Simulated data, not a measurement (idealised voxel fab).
Herein follows the process module entitled voxel trench capacitor.
Cross-section cut: width 185 nm, square cells of 5 nm.
In what follows, cross-sections appear as grids of square cells, described through bands that run from the top down, where every band is one or more rows of cells. Within each band entry, the heights of the top and of the bottom of the band appear first, in that order and in nm; the materials of the band then follow from left to right, each with its corresponding width in nm. The designation "full width" on a single material indicates that it fills the band from edge to edge; the designation "empty" indicates empty space. The level at which height equals 0 is the one under which the wafer, as it arrives, is entirely one material. No lower edge exists for the bottom band, which continues downward and is notated as in "from 0 down". Note: "30..40" means the width goes from the first number (top row of the band) to the second number (bottom row) in equal steps per row of cells. "left unchanged" (step): cross-section cells unchanged, all of them. Empty spaces without an open route to the top, at least 8 cells in extent, make up the entry "Voids, fully enclosed"; each is given as width x height at distance, where the distance is measured from the left edge, and all are in nm. Where a step's line continues beyond its settings, the continuation is a remark by the simulator itself on that step. The setting "overlay nm" may be written on the line of a step. When the step uses a mask, the value reports how far to the right of the planned place the mask lay, and a negative value reports that it lay to the left.

The steps planned for the process are as follows
1,RECEIVE,material Si
2,CONFORMAL_DEP,material SiN,thk nm 10
3,DIRECTIONAL_DEP,material aC,thk nm 15
4,PATTERN,tone open,mask id TRENCH,material resist,width nm 30,pitch nm 50,thk nm 35,overlay nm 0
5,DIRECTIONAL_ETCH,etch materials aC,depth nm 15
6,STRIP,etch materials resist
7,DIRECTIONAL_ETCH,etch materials SiN,depth nm 10
8,DIRECTIONAL_ETCH,etch materials Si,depth nm 25
9,STRIP,etch materials aC
10,CONFORMAL_DEP,material Al2O3,thk nm 5
11,CONFORMAL_DEP,material TiN,thk nm 5
12,FILL_DEP,material W,thk nm 5
13,CMP,height nm 10

Incoming wafer, cross-sectional view, post step 1
* from 0 down: Si full width
* Voids, fully enclosed: none

Looking at the first of two wafers in cross-section at end of module - ran to plan
* from 10 to 0: SiN=50 / Al2O3=5 / TiN=5 / W=10 / TiN=5 / Al2O3=5 / SiN=20 / Al2O3=5 / TiN=5 / W=10 / TiN=5 / Al2O3=5 / SiN=55
* from 0 to -15: Si=50 / Al2O3=5 / TiN=5 / W=10 / TiN=5 / Al2O3=5 / Si=20 / Al2O3=5 / TiN=5 / W=10 / TiN=5 / Al2O3=5 / Si=55
* from -15 to -20: Si=50 / Al2O3=5 / TiN=20 / Al2O3=5 / Si=20 / Al2O3=5 / TiN=20 / Al2O3=5 / Si=55
* from -20 to -25: Si=50 / Al2O3=30 / Si=20 / Al2O3=30 / Si=55
* from -25 down: Si full width
* Voids, fully enclosed: none

Wafer two, end of module, cross-section. Same start, same plan as wafer one. One mistake in the run
* from 10 to 0: SiN=50 / Al2O3=5 / TiN=5 / W=10 / TiN=5 / Al2O3=5 / SiN=20 / Al2O3=5 / TiN=5 / W=10 / TiN=5 / Al2O3=5 / SiN=55
* from 0 to -20: Si=50 / Al2O3=5 / TiN=5 / W=10 / TiN=5 / Al2O3=5 / Si=20 / Al2O3=5 / TiN=5 / W=10 / TiN=5 / Al2O3=5 / Si=55
* from -20 to -25: Si=50 / Al2O3=5 / TiN=20 / Al2O3=5 / Si=20 / Al2O3=5 / TiN=20 / Al2O3=5 / Si=55
* from -25 to -30: Si=50 / Al2O3=30 / Si=20 / Al2O3=30 / Si=55
* from -30 down: Si full width
* Voids, fully enclosed: none
Here's what went sideways: so step 8 ended up running with a different setting than we planned, it ran as DIRECTIONAL_ETCH,etch materials Si,depth nm 30
Final cells, second wafer relative to first, materials higher or lower: 4 more of Al2O3, 12 fewer of Si, 4 more of TiN, 4 more of W
